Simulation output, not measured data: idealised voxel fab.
Herein follows the process module entitled voxel transistor to metal.
cross-section cut | 265 nm wide | cells 5 nm
In what follows, cross-sections appear as grids of square cells, described through bands that run from the top down, where every band is one or more rows of cells.
Per band: top height and bottom height in nm, followed by the left-to-right materials and their widths in nm; "throughout" marks a single material spanning edge to edge, "blank" marks empty space.
Heights are reckoned from 0. Under this level, the received wafer is all of one material. The bottommost band is open-ended downward, for example "z 0 and below".
The expression "30 to 40" gives the width at the extremes of the band, the first number at its top row of cells and the second at its bottom row, with the width changing by equal amounts from each row to the next in between.
When a step is marked "no alterations made", none of the cells in the cross-section changed during that step.
"Enclosed cavities": sealed empty spaces, 8 cells or more, no open way to top, listed width x height at distance, with distance from the left edge and width, height and distance in nm.
Formally, on a step line, whatever follows the settings is a remark that the simulator itself makes on the step.
"overlay nm" on a masked step: distance the mask lay right of its planned place, negative for left.
-- Intended process steps
1. RECEIVE: material Si
2. CONFORMAL_DEP: material SiO2, thk nm 5
3. CONFORMAL_DEP: material SiN, thk nm 15
4. PATTERN: tone cover, mask id ACTIVE, material resist, width nm 100, pitch nm 125, thk nm 15, overlay nm 0
5. DIRECTIONAL_ETCH: etch materials SiN, depth nm 15
6. DIRECTIONAL_ETCH: etch materials SiO2, depth nm 5
7. DIRECTIONAL_ETCH: etch materials Si, depth nm 30
8. STRIP: etch materials resist
9. OXIDIZE: depth nm 5
10. FILL_DEP: material SiO2, thk nm 15
11. CMP: height nm 20
12. SELECTIVE_ETCH: etch materials SiO2, depth nm 5
13. STRIP: etch materials SiN
14. SELECTIVE_ETCH: etch materials SiO2, depth nm 5
15. OXIDIZE: depth nm 5
16. DIRECTIONAL_DEP: material polySi, thk nm 20
17. DIRECTIONAL_DEP: material SiCN, thk nm 10
18. DIRECTIONAL_DEP: material aC, thk nm 10
19. PATTERN: tone cover, mask id GATE, material resist, width nm 20, pitch nm 125, thk nm 30, overlay nm 0
20. DIRECTIONAL_ETCH: etch materials aC, depth nm 10
21. STRIP: etch materials resist
22. DIRECTIONAL_ETCH: etch materials SiCN, depth nm 20
23. DIRECTIONAL_ETCH: etch materials polySi, depth nm 30
24. STRIP: etch materials aC
25. CONFORMAL_DEP: material SiO2, thk nm 5
26. DIRECTIONAL_ETCH: etch materials SiO2, depth nm 5
27. CONFORMAL_DEP: material SiN, thk nm 10
28. DIRECTIONAL_ETCH: etch materials SiN, depth nm 10
29. DIRECTIONAL_ETCH: etch materials SiO2, depth nm 5
30. DIRECTIONAL_ETCH: etch materials Si, depth nm 5
31. EPI: material pSi, thk nm 10
32. FILL_DEP: material SiO2, thk nm 10
33. CMP: height nm 30
34. DIRECTIONAL_DEP: material SiO2, thk nm 10
35. PATTERN: tone open, mask id CONTACT, material resist, width nm 30, thk nm 20, overlay nm 0
36. DIRECTIONAL_ETCH: etch materials SiO2, depth nm 35
37. STRIP: etch materials resist
38. CONFORMAL_DEP: material TiN, thk nm 5
39. FILL_DEP: material W, thk nm 5
40. CMP: height nm 40
41. DIRECTIONAL_DEP: material TiN, thk nm 5
42. DIRECTIONAL_DEP: material W, thk nm 15
43. MASKED_ETCH: tone cover, mask id METAL_1, width nm 15, etch materials W, depth nm 15, overlay nm 0
44. MASKED_ETCH: tone cover, mask id METAL_1, width nm 15, etch materials TiN, depth nm 5, overlay nm 0
45. CONFORMAL_DEP: material SiCN, thk nm 5
46. FILL_DEP: material SiO2, thk nm 10
47. CMP: height nm 60
48. CONFORMAL_DEP: material SiCN, thk nm 5
49. DIRECTIONAL_DEP: material SiO2, thk nm 35
50. MASKED_ETCH: tone open, mask id METAL_2, width nm 15, pitch nm 125, etch materials SiO2, depth nm 20, overlay nm 0
51. PATTERN: tone open, mask id METAL_2_HOLES, material resist, width nm 15, pitch nm 125, thk nm 20, overlay nm 0
52. DIRECTIONAL_ETCH: etch materials SiO2, depth nm 15
53. DIRECTIONAL_ETCH: etch materials SiCN, depth nm 5
54. STRIP: etch materials resist
55. CONFORMAL_DEP: material TiN, thk nm 5
56. FILL_DEP: material Cu, thk nm 5
57. CMP: height nm 100
58. CONFORMAL_DEP: material SiN, thk nm 5
-- Wafer at receipt (post step 1), cross-section
    z 0 and below: Si throughout
    Enclosed cavities: none
-- The module was run from the start shown above using the plan shown above, but one mistake was made doing it; the resulting wafer cross-section is below
    z 105 to 100: SiN throughout
    z 100 to 65: 25 SiO2, then 5 TiN, then 5 Cu, then 5 TiN, then 110 SiO2, then 5 TiN, then 5 Cu, then 5 TiN, then 100 SiO2
    z 65 to 60: 25 SiCN, then 15 TiN, then 110 SiCN, then 15 TiN, then 100 SiCN
    z 60 to 50: 20 SiO2, then 5 SiCN, then 15 W, then 5 SiCN, then 50 SiO2, then 5 SiCN, then 15 W, then 5 SiCN, then 25 SiO2, then 5 SiCN, then 15 W, then 5 SiCN, then 50 SiO2, then 5 SiCN, then 15 W, then 5 SiCN, then 20 SiO2
    z 50 to 45: 15 SiO2, then 10 SiCN, then 15 W, then 5 SiCN, then 45 SiO2, then 10 SiCN, then 15 W, then 5 SiCN, then 20 SiO2, then 10 SiCN, then 15 W, then 5 SiCN, then 45 SiO2, then 10 SiCN, then 15 W, then 5 SiCN, then 20 SiO2
    z 45 to 40: 20 SiCN, then 20 TiN, then 55 SiCN, then 20 TiN, then 30 SiCN, then 20 TiN, then 55 SiCN, then 20 TiN, then 25 SiCN
    z 40 to 30: 25 SiO2, then 5 TiN, then 20 to 10 W, then 5 to 15 TiN, then 30 SiO2, then 5 to 15 TiN, then 20 to 10 W, then 5 TiN, then 35 SiO2, then 5 TiN, then 20 to 10 W, then 5 to 15 TiN, then 30 SiO2, then 5 to 15 TiN, then 20 to 10 W, then 5 TiN, then 25 SiO2
    z 30 to 20: 25 SiO2, then 5 TiN, then 10 W, then 5 TiN, then 10 SiN, then 5 SiO2, then 20 SiCN, then 5 SiO2, then 10 SiN, then 5 TiN, then 10 W, then 5 TiN, then 35 SiO2, then 5 TiN, then 10 W, then 5 TiN, then 10 SiN, then 5 SiO2, then 20 SiCN, then 5 SiO2, then 10 SiN, then 5 TiN, then 10 W, then 5 TiN, then 25 SiO2
    z 20 to 10: 25 SiO2, then 5 to 10 TiN, then 10 to 5 W, then 5 TiN, then 10 SiN, then 5 SiO2, then 20 polySi, then 5 SiO2, then 10 SiN, then 5 TiN, then 10 to 5 W, then 5 to 10 TiN, then 35 SiO2, then 5 to 10 TiN, then 10 to 5 W, then 5 TiN, then 10 SiN, then 5 SiO2, then 20 polySi, then 5 SiO2, then 10 SiN, then 5 TiN, then 10 to 5 W, then 5 to 10 TiN, then 25 SiO2
    z 10 to 5: 20 SiO2, then 10 SiN, then 15 TiN, then 10 SiN, then 5 SiO2, then 20 polySi, then 5 SiO2, then 10 SiN, then 15 TiN, then 10 SiN, then 25 SiO2, then 10 SiN, then 15 TiN, then 10 SiN, then 5 SiO2, then 20 polySi, then 5 SiO2, then 10 SiN, then 15 TiN, then 10 SiN, then 20 SiO2
    z 5 to 0: 20 SiO2, then 10 SiN, then 15 pSi, then 10 SiN, then 5 SiO2, then 20 polySi, then 5 SiO2, then 10 SiN, then 15 pSi, then 10 SiN, then 25 SiO2, then 10 SiN, then 15 pSi, then 10 SiN, then 5 SiO2, then 20 polySi, then 5 SiO2, then 10 SiN, then 15 pSi, then 10 SiN, then 20 SiO2
    z 0 to -5: 30 SiO2, then 15 pSi, then 50 SiO2, then 15 pSi, then 45 SiO2, then 15 pSi, then 50 SiO2, then 15 pSi, then 30 SiO2
    z -5 to -10: 25 SiO2, then 5 Si, then 15 pSi, then 50 Si, then 15 pSi, then 5 Si, then 35 SiO2, then 5 Si, then 15 pSi, then 50 Si, then 15 pSi, then 5 Si, then 25 SiO2
    z -10 to -35: 25 SiO2, then 90 Si, then 35 SiO2, then 90 Si, then 25 SiO2
    z -35 and below: Si throughout
    Enclosed cavities: none
Short version of what went wrong: the process deviated at step 44: the operation and settings actually run there were MASKED_ETCH: tone cover, mask id METAL_1, width nm 15, etch materials TiN, depth nm 5, overlay nm -5
